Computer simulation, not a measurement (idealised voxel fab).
Herein follows the process module entitled voxel capacitor over wiring.
Cross-section cut: width 160 nm, square cells of 5 nm.
This document writes a cross-section as a grid whose cells are square, and gives it as bands, listed from the top down; one or more rows of cells form a band. Per band: top height and bottom height in nm, followed by the left-to-right materials and their widths in nm; "everywhere" marks a single material spanning edge to edge, "blank" marks empty space. Height 0 is the level under which the wafer as received is all one material. The lowest band goes on downwards, as in "top 0, no bottom". Width: "30->40" (first number = top row, second number = bottom row, same change from row to row of cells). Step marked "nothing got changed"? Then no cell in the cross-section changed in it. In "Entrapped voids" the enclosed voids are listed, meaning empty spaces of 8 cells or larger without any opening to the top. The form is width x height at distance, distance from the left edge, units nm. Formally, on a step line, whatever follows the settings is a remark that the simulator itself makes on the step. The optional step-line setting "overlay nm" applies to steps with a mask and quantifies how far to the right of its planned location the mask lay, a negative value indicating leftward placement.

## The process steps that were planned are listed below
1 RECEIVE (material Si)
2 CONFORMAL_DEP (material SiO2; thk nm 10)
3 DIRECTIONAL_DEP (material TiN; thk nm 5)
4 DIRECTIONAL_DEP (material Ru; thk nm 25)
5 DIRECTIONAL_DEP (material aC; thk nm 10)
6 PATTERN (tone cover; mask id METAL_1; material resist; width nm 20; pitch nm 85; thk nm 30; overlay nm 0)
7 DIRECTIONAL_ETCH (etch materials aC; depth nm 10)
8 STRIP (etch materials resist)
9 DIRECTIONAL_ETCH (etch materials Ru; depth nm 25)
10 DIRECTIONAL_ETCH (etch materials TiN; depth nm 5)
11 STRIP (etch materials aC)
12 FILL_DEP (material lowk; thk nm 10)
13 CMP (height nm 40)
14 CONFORMAL_DEP (material SiCN; thk nm 5)
15 DIRECTIONAL_DEP (material lowk; thk nm 15)
16 PATTERN (tone open; mask id PLUG_1; material resist; width nm 15; thk nm 15; overlay nm 0)
17 DIRECTIONAL_ETCH (etch materials lowk; depth nm 15)
18 DIRECTIONAL_ETCH (etch materials SiCN; depth nm 5)
19 STRIP (etch materials resist)
20 EPI (material Ru; thk nm 10)
21 EPI (material Ru; thk nm 10)
22 DIRECTIONAL_DEP (material TiN; thk nm 5)
23 DIRECTIONAL_DEP (material HfO2; thk nm 5)
24 DIRECTIONAL_DEP (material TiN; thk nm 10)
25 PATTERN (tone cover; mask id UPPER_PLATE; material resist; width nm 70; thk nm 15; overlay nm 0)
26 DIRECTIONAL_ETCH (etch materials TiN; depth nm 10)
27 DIRECTIONAL_ETCH (etch materials HfO2; depth nm 5)
28 STRIP (etch materials resist)
29 DIRECTIONAL_DEP (material aC; thk nm 15)
30 PATTERN (tone cover; mask id LOWER_PLATE; material resist; width nm 80; thk nm 35; overlay nm 0)
31 DIRECTIONAL_ETCH (etch materials aC; depth nm 15)
32 STRIP (etch materials resist)
33 DIRECTIONAL_ETCH (etch materials TiN; depth nm 5)
34 STRIP (etch materials aC)
35 FILL_DEP (material SiO2; thk nm 15)
36 CMP (height nm 90)
37 MASKED_ETCH (tone open; mask id PLUG_2; width nm 15; etch materials SiO2; depth nm 10; overlay nm 0)
38 CONFORMAL_DEP (material TiN; thk nm 5)
39 FILL_DEP (material Ru; thk nm 10)
40 CMP (height nm 90)
41 CONFORMAL_DEP (material SiCN; thk nm 5)

## Delivered wafer in cross-section: state after step 1
    top 0, no bottom = Si everywhere
    Entrapped voids: none

## Cross-sectional view of the first of the two wafers upon completion of the module, processed in accordance with the plan
    top 95, bottom 90 = SiCN everywhere
    top 90, bottom 85 = SiO2 (40) / TiN (5) / Ru (5) / TiN (5) / SiO2 (105)
    top 85, bottom 80 = SiO2 (40) / TiN (15) / SiO2 (105)
    top 80, bottom 70 = SiO2 (30) / TiN (70) / SiO2 (60)
    top 70, bottom 65 = SiO2 (30) / HfO2 (70) / SiO2 (60)
    top 65, bottom 60 = SiO2 (25) / TiN (80) / SiO2 (55)
    top 60, bottom 45 = lowk (30) / Ru (15) / lowk (115)
    top 45, bottom 40 = SiCN (30) / Ru (15) / SiCN (115)
    top 40, bottom 15 = lowk (25) / Ru (20) / lowk (65) / Ru (20) / lowk (30)
    top 15, bottom 10 = lowk (25) / TiN (20) / lowk (65) / TiN (20) / lowk (30)
    top 10, bottom 0 = SiO2 everywhere
    top 0, no bottom = Si everywhere
    Entrapped voids: none

## Same start, same plan as the first wafer - but one mistake in the run. Cross-section of the second of the two at the end of the module
    top 95, bottom 90 = SiCN everywhere
    top 90, bottom 85 = SiO2 (40) / TiN (60) / SiO2 (60)
    top 85, bottom 80 = SiO2 (40) / TiN (5) / HfO2 (55) / SiO2 (60)
    top 80, bottom 75 = SiO2 (25) / TiN (80) / SiO2 (55)
    top 75, bottom 70 = lowk (30) / TiN (15) / lowk (115)
    top 70, bottom 65 = lowk (30) / HfO2 (15) / lowk (115)
    top 65, bottom 60 = lowk (30) / TiN (15) / lowk (115)
    top 60, bottom 45 = lowk everywhere
    top 45, bottom 40 = SiCN everywhere
    top 40, bottom 15 = lowk (25) / Ru (20) / lowk (65) / Ru (20) / lowk (30)
    top 15, bottom 10 = lowk (25) / TiN (20) / lowk (65) / TiN (20) / lowk (30)
    top 10, bottom 0 = SiO2 everywhere
    top 0, no bottom = Si everywhere
    Entrapped voids: none
Misprocessing identified: execution of plan step 15 occurred twice
Materials where the second wafer ends with more or fewer cells than the first: -13 Ru | +3 SiCN | -72 SiO2 | -14 TiN | +96 lowk
